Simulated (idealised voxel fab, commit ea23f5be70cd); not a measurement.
process module | voxel gate over fins
cross-section cut | 205 nm wide | cells 5 nm
A cross-section is a grid of square cells, given in bands from the top down. A band is one or more rows of cells.
Each band's line starts with the height of the band's top and of its bottom, in nm. Then come its materials from left to right, each with its width in nm. One material with "throughout" fills the band from edge to edge. "air" is empty space.
Height 0 is the level under which the wafer as received is all one material. The lowest band goes on downwards, as in "0 down".
A width such as "30 to 40" changes by the same amount from each row of cells to the next, from the band's top row to its bottom row.
"no change" after a step means that no cell of the cross-section changed.
closed voids: empty space of 8 cells or more with no open way to the top, each as width x height at its distance from the left edge, in nm
after a step's settings: what the simulator itself notes on the step
overlay nm, on a step with a mask: how far to the right of its planned place the mask lay; to the left if negative
plan
1 op RECEIVE | material Si
2 op CONFORMAL_DEP | material SiN | thk nm 10
3 op DIRECTIONAL_DEP | material aC | thk nm 10
4 op PATTERN | tone cover | mask id FINS | material resist | width nm 15 | pitch nm 40 | thk nm 25 | overlay nm 0
5 op DIRECTIONAL_ETCH | etch materials aC | depth nm 10
6 op STRIP | etch materials resist
7 op DIRECTIONAL_ETCH | etch materials SiN | depth nm 10
8 op DIRECTIONAL_ETCH | etch materials Si | depth nm 40
9 op STRIP | etch materials aC
10 op OXIDIZE | depth nm 5
11 op FILL_DEP | material SiO2 | thk nm 15
12 op CMP | height nm 10
13 op SELECTIVE_ETCH | etch materials SiO2 | depth nm 20
14 op STRIP | etch materials SiN
15 op CONFORMAL_DEP | material HfO2 | thk nm 5
16 op CONFORMAL_DEP | material TiN | thk nm 5
17 op FILL_DEP | material W | thk nm 10
18 op CMP | height nm 15
19 op CONFORMAL_DEP | material SiCN | thk nm 5
first wafer, as planned
as received, after step 1
  0 down: Si throughout
  closed voids: none
after step 2
  10 to 0: SiN throughout
  below 0: unchanged
after step 3
  20 to 10: aC throughout
  below 10: unchanged
after step 4
  45 to 20: air 35 | resist 15 | air 25 | resist 15 | air 25 | resist 15 | air 25 | resist 15 | air 35
  below 20: unchanged
after step 5
  35 to 20: air 35 | resist 15 | air 25 | resist 15 | air 25 | resist 15 | air 25 | resist 15 | air 35
  20 to 10: air 35 | aC 15 | air 25 | aC 15 | air 25 | aC 15 | air 25 | aC 15 | air 35
  below 10: unchanged
after step 6
  20 to 10: air 35 | aC 15 | air 25 | aC 15 | air 25 | aC 15 | air 25 | aC 15 | air 35
  below 10: unchanged
after step 7
  20 to 10: air 35 | aC 15 | air 25 | aC 15 | air 25 | aC 15 | air 25 | aC 15 | air 35
  10 to 0: air 35 | SiN 15 | air 25 | SiN 15 | air 25 | SiN 15 | air 25 | SiN 15 | air 35
  below 0: unchanged
after step 8
  20 to 10: air 35 | aC 15 | air 25 | aC 15 | air 25 | aC 15 | air 25 | aC 15 | air 35
  10 to 0: air 35 | SiN 15 | air 25 | SiN 15 | air 25 | SiN 15 | air 25 | SiN 15 | air 35
  0 to -40: air 35 | Si 15 | air 25 | Si 15 | air 25 | Si 15 | air 25 | Si 15 | air 35
  below -40: unchanged
after step 9
  10 to 0: air 35 | SiN 15 | air 25 | SiN 15 | air 25 | SiN 15 | air 25 | SiN 15 | air 35
  below 0: unchanged
after step 10
  10 to 0: air 35 | SiN 15 | air 25 | SiN 15 | air 25 | SiN 15 | air 25 | SiN 15 | air 35
  0 to -40: air 35 | SiO2 5 | Si 5 | SiO2 5 | air 25 | SiO2 5 | Si 5 | SiO2 5 | air 25 | SiO2 5 | Si 5 | SiO2 5 | air 25 | SiO2 5 | Si 5 | SiO2 5 | air 35
  -40 to -45: SiO2 40 | Si 5 | SiO2 35 | Si 5 | SiO2 35 | Si 5 | SiO2 35 | Si 5 | SiO2 40
  below -45: unchanged
after step 11
  25 to 10: SiO2 throughout
  10 to 0: SiO2 35 | SiN 15 | SiO2 25 | SiN 15 | SiO2 25 | SiN 15 | SiO2 25 | SiN 15 | SiO2 35
  0 to -45: SiO2 40 | Si 5 | SiO2 35 | Si 5 | SiO2 35 | Si 5 | SiO2 35 | Si 5 | SiO2 40
  below -45: unchanged
after step 12
  10 to 0: SiO2 35 | SiN 15 | SiO2 25 | SiN 15 | SiO2 25 | SiN 15 | SiO2 25 | SiN 15 | SiO2 35
  below 0: unchanged
after step 13
  10 to 0: air 35 | SiN 15 | air 25 | SiN 15 | air 25 | SiN 15 | air 25 | SiN 15 | air 35
  0 to -10: air 40 | Si 5 | air 35 | Si 5 | air 35 | Si 5 | air 35 | Si 5 | air 40
  below -10: unchanged
after step 14
  0 to -10: air 40 | Si 5 | air 35 | Si 5 | air 35 | Si 5 | air 35 | Si 5 | air 40
  below -10: unchanged
after step 15
  5 to 0: air 35 | HfO2 15 | air 25 | HfO2 15 | air 25 | HfO2 15 | air 25 | HfO2 15 | air 35
  0 to -5: air 35 | HfO2 5 | Si 5 | HfO2 5 | air 25 | HfO2 5 | Si 5 | HfO2 5 | air 25 | HfO2 5 | Si 5 | HfO2 5 | air 25 | HfO2 5 | Si 5 | HfO2 5 | air 35
  -5 to -10: HfO2 40 | Si 5 | HfO2 35 | Si 5 | HfO2 35 | Si 5 | HfO2 35 | Si 5 | HfO2 40
  below -10: unchanged
after step 16
  10 to 5: air 30 | TiN 25 | air 15 | TiN 25 | air 15 | TiN 25 | air 15 | TiN 25 | air 30
  5 to 0: air 30 | TiN 5 | HfO2 15 | TiN 5 | air 15 | TiN 5 | HfO2 15 | TiN 5 | air 15 | TiN 5 | HfO2 15 | TiN 5 | air 15 | TiN 5 | HfO2 15 | TiN 5 | air 30
  0 to -5: TiN 35 | HfO2 5 | Si 5 | HfO2 5 | TiN 25 | HfO2 5 | Si 5 | HfO2 5 | TiN 25 | HfO2 5 | Si 5 | HfO2 5 | TiN 25 | HfO2 5 | Si 5 | HfO2 5 | TiN 35
  below -5: unchanged
after step 17
  20 to 10: W throughout
  10 to 5: W 30 | TiN 25 | W 15 | TiN 25 | W 15 | TiN 25 | W 15 | TiN 25 | W 30
  5 to 0: W 30 | TiN 5 | HfO2 15 | TiN 5 | W 15 | TiN 5 | HfO2 15 | TiN 5 | W 15 | TiN 5 | HfO2 15 | TiN 5 | W 15 | TiN 5 | HfO2 15 | TiN 5 | W 30
  below 0: unchanged
after step 18
  15 to 10: W throughout
  below 10: unchanged
after step 19
  20 to 15: SiCN throughout
  below 15: unchanged
second wafer: like start, like plan, one mistake. Through step 3 it matches the first wafer
when step 4 should have ended
  45 to 20: air 30 | resist 25 | air 15 | resist 25 | air 15 | resist 25 | air 15 | resist 25 | air 30
  below 20: unchanged
when step 5 should have ended
  35 to 20: air 30 | resist 25 | air 15 | resist 25 | air 15 | resist 25 | air 15 | resist 25 | air 30
  20 to 10: air 30 | aC 25 | air 15 | aC 25 | air 15 | aC 25 | air 15 | aC 25 | air 30
  below 10: unchanged
when step 6 should have ended
  20 to 10: air 30 | aC 25 | air 15 | aC 25 | air 15 | aC 25 | air 15 | aC 25 | air 30
  below 10: unchanged
when step 7 should have ended
  20 to 10: air 30 | aC 25 | air 15 | aC 25 | air 15 | aC 25 | air 15 | aC 25 | air 30
  10 to 0: air 30 | SiN 25 | air 15 | SiN 25 | air 15 | SiN 25 | air 15 | SiN 25 | air 30
  below 0: unchanged
when step 8 should have ended
  20 to 10: air 30 | aC 25 | air 15 | aC 25 | air 15 | aC 25 | air 15 | aC 25 | air 30
  10 to 0: air 30 | SiN 25 | air 15 | SiN 25 | air 15 | SiN 25 | air 15 | SiN 25 | air 30
  0 to -40: air 30 | Si 25 | air 15 | Si 25 | air 15 | Si 25 | air 15 | Si 25 | air 30
  below -40: unchanged
when step 9 should have ended
  10 to 0: air 30 | SiN 25 | air 15 | SiN 25 | air 15 | SiN 25 | air 15 | SiN 25 | air 30
  below 0: unchanged
when step 10 should have ended
  10 to 0: air 30 | SiN 25 | air 15 | SiN 25 | air 15 | SiN 25 | air 15 | SiN 25 | air 30
  0 to -40: air 30 | SiO2 5 | Si 15 | SiO2 5 | air 15 | SiO2 5 | Si 15 | SiO2 5 | air 15 | SiO2 5 | Si 15 | SiO2 5 | air 15 | SiO2 5 | Si 15 | SiO2 5 | air 30
  -40 to -45: SiO2 35 | Si 15 | SiO2 25 | Si 15 | SiO2 25 | Si 15 | SiO2 25 | Si 15 | SiO2 35
  below -45: unchanged
when step 11 should have ended
  25 to 10: SiO2 throughout
  10 to 0: SiO2 30 | SiN 25 | SiO2 15 | SiN 25 | SiO2 15 | SiN 25 | SiO2 15 | SiN 25 | SiO2 30
  0 to -45: SiO2 35 | Si 15 | SiO2 25 | Si 15 | SiO2 25 | Si 15 | SiO2 25 | Si 15 | SiO2 35
  below -45: unchanged
when step 12 should have ended
  10 to 0: SiO2 30 | SiN 25 | SiO2 15 | SiN 25 | SiO2 15 | SiN 25 | SiO2 15 | SiN 25 | SiO2 30
  below 0: unchanged
when step 13 should have ended
  10 to 0: air 30 | SiN 25 | air 15 | SiN 25 | air 15 | SiN 25 | air 15 | SiN 25 | air 30
  0 to -10: air 35 | Si 15 | air 25 | Si 15 | air 25 | Si 15 | air 25 | Si 15 | air 35
  below -10: unchanged
when step 14 should have ended
  0 to -10: air 35 | Si 15 | air 25 | Si 15 | air 25 | Si 15 | air 25 | Si 15 | air 35
  below -10: unchanged
when step 15 should have ended
  5 to 0: air 30 | HfO2 25 | air 15 | HfO2 25 | air 15 | HfO2 25 | air 15 | HfO2 25 | air 30
  0 to -5: air 30 | HfO2 5 | Si 15 | HfO2 5 | air 15 | HfO2 5 | Si 15 | HfO2 5 | air 15 | HfO2 5 | Si 15 | HfO2 5 | air 15 | HfO2 5 | Si 15 | HfO2 5 | air 30
  -5 to -10: HfO2 35 | Si 15 | HfO2 25 | Si 15 | HfO2 25 | Si 15 | HfO2 25 | Si 15 | HfO2 35
  below -10: unchanged
when step 16 should have ended
  10 to 5: air 25 | TiN 35 | air 5 | TiN 35 | air 5 | TiN 35 | air 5 | TiN 35 | air 25
  5 to 0: air 25 | TiN 5 | HfO2 25 | TiN 5 | air 5 | TiN 5 | HfO2 25 | TiN 5 | air 5 | TiN 5 | HfO2 25 | TiN 5 | air 5 | TiN 5 | HfO2 25 | TiN 5 | air 25
  0 to -5: TiN 30 | HfO2 5 | Si 15 | HfO2 5 | TiN 15 | HfO2 5 | Si 15 | HfO2 5 | TiN 15 | HfO2 5 | Si 15 | HfO2 5 | TiN 15 | HfO2 5 | Si 15 | HfO2 5 | TiN 30
  below -5: unchanged
when step 17 should have ended
  20 to 10: W throughout
  10 to 5: W 25 | TiN 35 | W 5 | TiN 35 | W 5 | TiN 35 | W 5 | TiN 35 | W 25
  5 to 0: W 25 | TiN 5 | HfO2 25 | TiN 5 | W 5 | TiN 5 | HfO2 25 | TiN 5 | W 5 | TiN 5 | HfO2 25 | TiN 5 | W 5 | TiN 5 | HfO2 25 | TiN 5 | W 25
  below 0: unchanged
when step 18 should have ended
  15 to 10: W throughout
  below 10: unchanged
when step 19 should have ended
  20 to 15: SiCN throughout
  below 15: unchanged
what went wrong: step 4 ran as: op PATTERN | tone cover | mask id FINS | material resist | width nm 25 | pitch nm 40 | thk nm 25 | overlay nm 0
at the end the second wafer has, in cells: 72 more of Si | 56 fewer of SiO2 | 16 fewer of W
